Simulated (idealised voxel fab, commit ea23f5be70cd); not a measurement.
The following is a process module called voxel trench capacitor.
Displayed cross-section: cut, width of 240 nm, square cells sized 5 nm.
Bands, listed from the top down, are how a cross-section gets written in this document; the cross-section itself is a grid of square cells, and a band is one or more rows of them.
Top height, bottom height, nm. Materials left to right, width each, nm. Single material + "all across" = fills band edge to edge. "empty" = empty.
Beneath 0, the wafer as received is one material, and that level is where height counting begins. The lowest band goes on downward without a bottom; it is written like "z 0 and below".
A width such as "30 to 40" changes by the same amount from each row of cells to the next, from the band's top row to its bottom row.
When a step is marked "remained unchanged", none of the cells in the cross-section changed during that step.
"Voids lacking openings" contains a list of empty spaces, each no smaller than 8 cells and without an open way to the top, written in the form width x height at distance with the distance from the left edge and all three in nm.
What comes after the settings on a step's line is commentary from the simulator itself on that step.
"overlay nm" denotes, for a step that has a mask, the displacement of the mask to the right of its planned place, with negative values corresponding to the left.

INTENDED PROCESS STEPS
| 1 | RECEIVE: material Si |
| 2 | CONFORMAL_DEP: material SiN, thk nm 5 |
| 3 | DIRECTIONAL_DEP: material aC, thk nm 15 |
| 4 | PATTERN: tone open, mask id TRENCH, material resist, width nm 25, pitch nm 50, thk nm 30, overlay nm -15 |
| 5 | DIRECTIONAL_ETCH: etch materials aC, depth nm 15 |
| 6 | STRIP: etch materials resist |
| 7 | DIRECTIONAL_ETCH: etch materials SiN, depth nm 5 |
| 8 | DIRECTIONAL_ETCH: etch materials Si, depth nm 25 |
| 9 | STRIP: etch materials aC |
| 10 | CONFORMAL_DEP: material SiO2, thk nm 5 |
| 11 | FILL_DEP: material polySi, thk nm 10 |
| 12 | CMP: height nm 5 |
For clarity, it should be stated that the wafers under discussion commence in an identical condition and differ with respect to the overlay nm of step 4, the plan indicating the value that the first wafer had.

FIRST OF SEVERAL WAFERS (AS RECEIVED, POST STEP 1), CROSS-SECTIONAL VIEW
  z 0 and below | Si all across
  Voids lacking openings: none

TAKE ANY ROW AND YOU HAVE A WAFER AT THE END OF THE MODULE: HOW MANY CELLS OF EACH MATERIAL IT HAS GAINED (+) OR LOST (-) SINCE IT WAS RECEIVED, AND THEN ITS CLOSED VOIDS
overlay nm -15; -75 Si; +33 SiN; +45 SiO2; +45 polySi; Voids lacking openings: none
overlay nm -10; -75 Si; +33 SiN; +45 SiO2; +45 polySi; Voids lacking openings: none
overlay nm -5; -75 Si; +33 SiN; +45 SiO2; +45 polySi; Voids lacking openings: none
overlay nm 0; -75 Si; +33 SiN; +45 SiO2; +45 polySi; Voids lacking openings: none
overlay nm 5; -75 Si; +33 SiN; +45 SiO2; +45 polySi; Voids lacking openings: none
overlay nm 10; -75 Si; +33 SiN; +45 SiO2; +45 polySi; Voids lacking openings: none
overlay nm 15; -75 Si; +33 SiN; +45 SiO2; +45 polySi; Voids lacking openings: none
